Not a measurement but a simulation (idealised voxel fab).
The document below concerns the process module designated voxel self aligned contacts.
Cross-section cut: width 240 nm, square cells of 5 nm.
Bands, listed from the top down, are how a cross-section gets written in this document; the cross-section itself is a grid of square cells, and a band is one or more rows of them.
Heads up on the band format: heights come first, top then bottom, in nm. After that it's the materials left to right, each with its width in nm. A single material flagged "full width" fills the whole band edge to edge, and "blank" means there's empty space there.
Heads up on the height convention: 0 is the point under which the incoming wafer is all one material, and the lowest band has no bottom, it just keeps going down, like "0 nm and below".
The expression "30 to 40" gives the width at the extremes of the band, the first number at its top row of cells and the second at its bottom row, with the width changing by equal amounts from each row to the next in between.
What does "nothing was modified" mean for a step? It means no cell of the cross-section changed in that step.
"Enclosed void entries" specifies each empty space that is not open to the top and that occupies no fewer than 8 cells, using the form width x height at distance, the distance measured from the left edge and all three quantities in nm.
Formally, on a step line, whatever follows the settings is a remark that the simulator itself makes on the step.
A step line may carry the setting "overlay nm", which, for steps involving a mask, states the distance by which the mask lay to the right of its intended position; negative values denote displacement to the left.

## Process steps - plan
1 RECEIVE (material Si)
2 OXIDIZE (depth nm 5)
3 DIRECTIONAL_DEP (material polySi; thk nm 20)
4 DIRECTIONAL_DEP (material SiN; thk nm 20)
5 DIRECTIONAL_DEP (material aC; thk nm 10)
6 PATTERN (tone cover; mask id GATE; material resist; width nm 35; pitch nm 75; thk nm 25; overlay nm 0)
7 DIRECTIONAL_ETCH (etch materials aC; depth nm 10)
8 STRIP (etch materials resist)
9 DIRECTIONAL_ETCH (etch materials SiN; depth nm 20)
10 DIRECTIONAL_ETCH (etch materials polySi; depth nm 20)
11 STRIP (etch materials aC)
12 CONFORMAL_DEP (material SiN; thk nm 10)
13 DIRECTIONAL_ETCH (etch materials SiN; depth nm 10)
14 FILL_DEP (material SiO2; thk nm 10)
15 CMP (height nm 45)
16 MASKED_ETCH (tone open; mask id CONTACT; width nm 60; etch materials SiO2; depth nm 50; overlay nm 0)
17 CONFORMAL_DEP (material TiN; thk nm 5)
18 FILL_DEP (material Ru; thk nm 5)
19 CMP (height nm 45)
20 CONFORMAL_DEP (material SiCN; thk nm 5)

## The first of the two wafers, which ran as planned

## As-received wafer cross-section (after step 1)
- 0 nm and below: Si full width
- Enclosed void entries: none

## after step 2
- 0 nm to -5 nm: SiO2 full width
- Nothing below the height -5 has changed.

## after step 3
- 20 nm to 0 nm: polySi full width
- Nothing below the height 0 has changed.

## after step 4
- 40 nm to 20 nm: SiN full width
- Nothing below the height 20 has changed.

## after step 5
- 50 nm to 40 nm: aC full width
- Nothing below the height 40 has changed.

## after step 6
- 75 nm to 50 nm: 65 nm blank | 35 nm resist | 40 nm blank | 35 nm resist | 65 nm blank
- Nothing below the height 50 has changed.

## after step 7
- 65 nm to 50 nm: 65 nm blank | 35 nm resist | 40 nm blank | 35 nm resist | 65 nm blank
- 50 nm to 40 nm: 65 nm blank | 35 nm aC | 40 nm blank | 35 nm aC | 65 nm blank
- Nothing below the height 40 has changed.

## after step 8
- 50 nm to 40 nm: 65 nm blank | 35 nm aC | 40 nm blank | 35 nm aC | 65 nm blank
- Nothing below the height 40 has changed.

## after step 9
- 50 nm to 40 nm: 65 nm blank | 35 nm aC | 40 nm blank | 35 nm aC | 65 nm blank
- 40 nm to 20 nm: 65 nm blank | 35 nm SiN | 40 nm blank | 35 nm SiN | 65 nm blank
- Nothing below the height 20 has changed.

## after step 10
- 50 nm to 40 nm: 65 nm blank | 35 nm aC | 40 nm blank | 35 nm aC | 65 nm blank
- 40 nm to 20 nm: 65 nm blank | 35 nm SiN | 40 nm blank | 35 nm SiN | 65 nm blank
- 20 nm to 0 nm: 65 nm blank | 35 nm polySi | 40 nm blank | 35 nm polySi | 65 nm blank
- Nothing below the height 0 has changed.

## after step 11
- 40 nm to 20 nm: 65 nm blank | 35 nm SiN | 40 nm blank | 35 nm SiN | 65 nm blank
- Nothing below the height 20 has changed.

## after step 12
- 50 nm to 20 nm: 55 nm blank | 55 nm SiN | 20 nm blank | 55 nm SiN | 55 nm blank
- 20 nm to 10 nm: 55 nm blank | 10 nm SiN | 35 nm polySi | 10 nm SiN | 20 nm blank | 10 nm SiN | 35 nm polySi | 10 nm SiN | 55 nm blank
- 10 nm to 0 nm: 65 nm SiN | 35 nm polySi | 40 nm SiN | 35 nm polySi | 65 nm SiN
- Nothing below the height 0 has changed.

## after step 13
- 40 nm to 20 nm: 55 nm blank | 55 nm SiN | 20 nm blank | 55 nm SiN | 55 nm blank
- 20 nm to 0 nm: 55 nm blank | 10 nm SiN | 35 nm polySi | 10 nm SiN | 20 nm blank | 10 nm SiN | 35 nm polySi | 10 nm SiN | 55 nm blank
- Nothing below the height 0 has changed.

## after step 14
- 50 nm to 40 nm: SiO2 full width
- 40 nm to 20 nm: 55 nm SiO2 | 55 nm SiN | 20 nm SiO2 | 55 nm SiN | 55 nm SiO2
- 20 nm to 0 nm: 55 nm SiO2 | 10 nm SiN | 35 nm polySi | 10 nm SiN | 20 nm SiO2 | 10 nm SiN | 35 nm polySi | 10 nm SiN | 55 nm SiO2
- Nothing below the height 0 has changed.

## after step 15
- 45 nm to 40 nm: SiO2 full width
- Nothing below the height 40 has changed.

## after step 16
- 45 nm to 40 nm: 90 nm SiO2 | 60 nm blank | 90 nm SiO2
- 40 nm to 20 nm: 55 nm SiO2 | 55 nm SiN | 20 nm blank | 55 nm SiN | 55 nm SiO2
- 20 nm to 0 nm: 55 nm SiO2 | 10 nm SiN | 35 nm polySi | 10 nm SiN | 20 nm blank | 10 nm SiN | 35 nm polySi | 10 nm SiN | 55 nm SiO2
- 0 nm to -5 nm: 110 nm SiO2 | 20 nm blank | 110 nm SiO2
- Nothing below the height -5 has changed.

## after step 17
- 50 nm to 45 nm: 95 nm TiN | 50 nm blank | 95 nm TiN
- 45 nm to 40 nm: 90 nm SiO2 | 25 nm TiN | 10 nm blank | 25 nm TiN | 90 nm SiO2
- 40 nm to 20 nm: 55 nm SiO2 | 55 nm SiN | 5 nm TiN | 10 nm blank | 5 nm TiN | 55 nm SiN | 55 nm SiO2
- 20 nm to 0 nm: 55 nm SiO2 | 10 nm SiN | 35 nm polySi | 10 nm SiN | 5 nm TiN | 10 nm blank | 5 nm TiN | 10 nm SiN | 35 nm polySi | 10 nm SiN | 55 nm SiO2
- 0 nm to -5 nm: 110 nm SiO2 | 20 nm TiN | 110 nm SiO2
- Nothing below the height -5 has changed.

## after step 18
- 55 nm to 50 nm: Ru full width
- 50 nm to 45 nm: 95 nm TiN | 50 nm Ru | 95 nm TiN
- 45 nm to 40 nm: 90 nm SiO2 | 25 nm TiN | 10 nm Ru | 25 nm TiN | 90 nm SiO2
- 40 nm to 20 nm: 55 nm SiO2 | 55 nm SiN | 5 nm TiN | 10 nm Ru | 5 nm TiN | 55 nm SiN | 55 nm SiO2
- 20 nm to 0 nm: 55 nm SiO2 | 10 nm SiN | 35 nm polySi | 10 nm SiN | 5 nm TiN | 10 nm Ru | 5 nm TiN | 10 nm SiN | 35 nm polySi | 10 nm SiN | 55 nm SiO2
- Nothing below the height 0 has changed.

## after step 19
- 45 nm to 40 nm: 90 nm SiO2 | 25 nm TiN | 10 nm Ru | 25 nm TiN | 90 nm SiO2
- Nothing below the height 40 has changed.

## after step 20
- 50 nm to 45 nm: SiCN full width
- Nothing below the height 45 has changed.

## Second wafer, same starting state and plan as the first, one mistake in the run, identical through step 1

Second wafer cross-section, taken as of the time the plan sets for step 2 to be done: nothing was modified

## Second wafer cross-section, taken as of the time the plan sets for step 3 to be done
- 20 nm to 0 nm: polySi full width
- Nothing below the height 0 has changed.

## Second wafer cross-section, taken as of the time the plan sets for step 4 to be done
- 40 nm to 20 nm: SiN full width
- Nothing below the height 20 has changed.

## Second wafer cross-section, taken as of the time the plan sets for step 5 to be done
- 50 nm to 40 nm: aC full width
- Nothing below the height 40 has changed.

## Second wafer cross-section, taken as of the time the plan sets for step 6 to be done
- 75 nm to 50 nm: 65 nm blank | 35 nm resist | 40 nm blank | 35 nm resist | 65 nm blank
- Nothing below the height 50 has changed.

## Second wafer cross-section, taken as of the time the plan sets for step 7 to be done
- 65 nm to 50 nm: 65 nm blank | 35 nm resist | 40 nm blank | 35 nm resist | 65 nm blank
- 50 nm to 40 nm: 65 nm blank | 35 nm aC | 40 nm blank | 35 nm aC | 65 nm blank
- Nothing below the height 40 has changed.

## Second wafer cross-section, taken as of the time the plan sets for step 8 to be done
- 50 nm to 40 nm: 65 nm blank | 35 nm aC | 40 nm blank | 35 nm aC | 65 nm blank
- Nothing below the height 40 has changed.

## Second wafer cross-section, taken as of the time the plan sets for step 9 to be done
- 50 nm to 40 nm: 65 nm blank | 35 nm aC | 40 nm blank | 35 nm aC | 65 nm blank
- 40 nm to 20 nm: 65 nm blank | 35 nm SiN | 40 nm blank | 35 nm SiN | 65 nm blank
- Nothing below the height 20 has changed.

## Second wafer cross-section, taken as of the time the plan sets for step 10 to be done
- 50 nm to 40 nm: 65 nm blank | 35 nm aC | 40 nm blank | 35 nm aC | 65 nm blank
- 40 nm to 20 nm: 65 nm blank | 35 nm SiN | 40 nm blank | 35 nm SiN | 65 nm blank
- 20 nm to 0 nm: 65 nm blank | 35 nm polySi | 40 nm blank | 35 nm polySi | 65 nm blank
- Nothing below the height 0 has changed.

## Second wafer cross-section, taken as of the time the plan sets for step 11 to be done
- 40 nm to 20 nm: 65 nm blank | 35 nm SiN | 40 nm blank | 35 nm SiN | 65 nm blank
- Nothing below the height 20 has changed.

## Second wafer cross-section, taken as of the time the plan sets for step 12 to be done
- 50 nm to 20 nm: 55 nm blank | 55 nm SiN | 20 nm blank | 55 nm SiN | 55 nm blank
- 20 nm to 10 nm: 55 nm blank | 10 nm SiN | 35 nm polySi | 10 nm SiN | 20 nm blank | 10 nm SiN | 35 nm polySi | 10 nm SiN | 55 nm blank
- 10 nm to 0 nm: 65 nm SiN | 35 nm polySi | 40 nm SiN | 35 nm polySi | 65 nm SiN
- Nothing below the height 0 has changed.

## Second wafer cross-section, taken as of the time the plan sets for step 13 to be done
- 40 nm to 20 nm: 55 nm blank | 55 nm SiN | 20 nm blank | 55 nm SiN | 55 nm blank
- 20 nm to 0 nm: 55 nm blank | 10 nm SiN | 35 nm polySi | 10 nm SiN | 20 nm blank | 10 nm SiN | 35 nm polySi | 10 nm SiN | 55 nm blank
- Nothing below the height 0 has changed.

## Second wafer cross-section, taken as of the time the plan sets for step 14 to be done
- 50 nm to 40 nm: SiO2 full width
- 40 nm to 20 nm: 55 nm SiO2 | 55 nm SiN | 20 nm SiO2 | 55 nm SiN | 55 nm SiO2
- 20 nm to 0 nm: 55 nm SiO2 | 10 nm SiN | 35 nm polySi | 10 nm SiN | 20 nm SiO2 | 10 nm SiN | 35 nm polySi | 10 nm SiN | 55 nm SiO2
- Nothing below the height 0 has changed.

## Second wafer cross-section, taken as of the time the plan sets for step 15 to be done
- 45 nm to 40 nm: SiO2 full width
- Nothing below the height 40 has changed.

## Second wafer cross-section, taken as of the time the plan sets for step 16 to be done
- 45 nm to 40 nm: 90 nm SiO2 | 60 nm blank | 90 nm SiO2
- 40 nm to 20 nm: 55 nm SiO2 | 55 nm SiN | 20 nm blank | 55 nm SiN | 55 nm SiO2
- 20 nm to 0 nm: 55 nm SiO2 | 10 nm SiN | 35 nm polySi | 10 nm SiN | 20 nm blank | 10 nm SiN | 35 nm polySi | 10 nm SiN | 55 nm SiO2
- Nothing below the height 0 has changed.

## Second wafer cross-section, taken as of the time the plan sets for step 17 to be done
- 50 nm to 45 nm: 95 nm TiN | 50 nm blank | 95 nm TiN
- 45 nm to 40 nm: 90 nm SiO2 | 25 nm TiN | 10 nm blank | 25 nm TiN | 90 nm SiO2
- 40 nm to 20 nm: 55 nm SiO2 | 55 nm SiN | 5 nm TiN | 10 nm blank | 5 nm TiN | 55 nm SiN | 55 nm SiO2
- 20 nm to 5 nm: 55 nm SiO2 | 10 nm SiN | 35 nm polySi | 10 nm SiN | 5 nm TiN | 10 nm blank | 5 nm TiN | 10 nm SiN | 35 nm polySi | 10 nm SiN | 55 nm SiO2
- 5 nm to 0 nm: 55 nm SiO2 | 10 nm SiN | 35 nm polySi | 10 nm SiN | 20 nm TiN | 10 nm SiN | 35 nm polySi | 10 nm SiN | 55 nm SiO2
- Nothing below the height 0 has changed.

## Second wafer cross-section, taken as of the time the plan sets for step 18 to be done
- 55 nm to 50 nm: Ru full width
- 50 nm to 45 nm: 95 nm TiN | 50 nm Ru | 95 nm TiN
- 45 nm to 40 nm: 90 nm SiO2 | 25 nm TiN | 10 nm Ru | 25 nm TiN | 90 nm SiO2
- 40 nm to 20 nm: 55 nm SiO2 | 55 nm SiN | 5 nm TiN | 10 nm Ru | 5 nm TiN | 55 nm SiN | 55 nm SiO2
- 20 nm to 5 nm: 55 nm SiO2 | 10 nm SiN | 35 nm polySi | 10 nm SiN | 5 nm TiN | 10 nm Ru | 5 nm TiN | 10 nm SiN | 35 nm polySi | 10 nm SiN | 55 nm SiO2
- Nothing below the height 5 has changed.

## Second wafer cross-section, taken as of the time the plan sets for step 19 to be done
- 45 nm to 40 nm: 90 nm SiO2 | 25 nm TiN | 10 nm Ru | 25 nm TiN | 90 nm SiO2
- Nothing below the height 40 has changed.

## Second wafer cross-section, taken as of the time the plan sets for step 20 to be done
- 50 nm to 45 nm: SiCN full width
- Nothing below the height 45 has changed.
What was the processing mistake? plan step 2 never ran because it was skipped
Wrapping up, a cell-based count of both wafers puts the second over or under the first for these materials: Ru: 2 fewer, Si: 48 more, SiO2: 44 fewer, TiN: 2 fewer
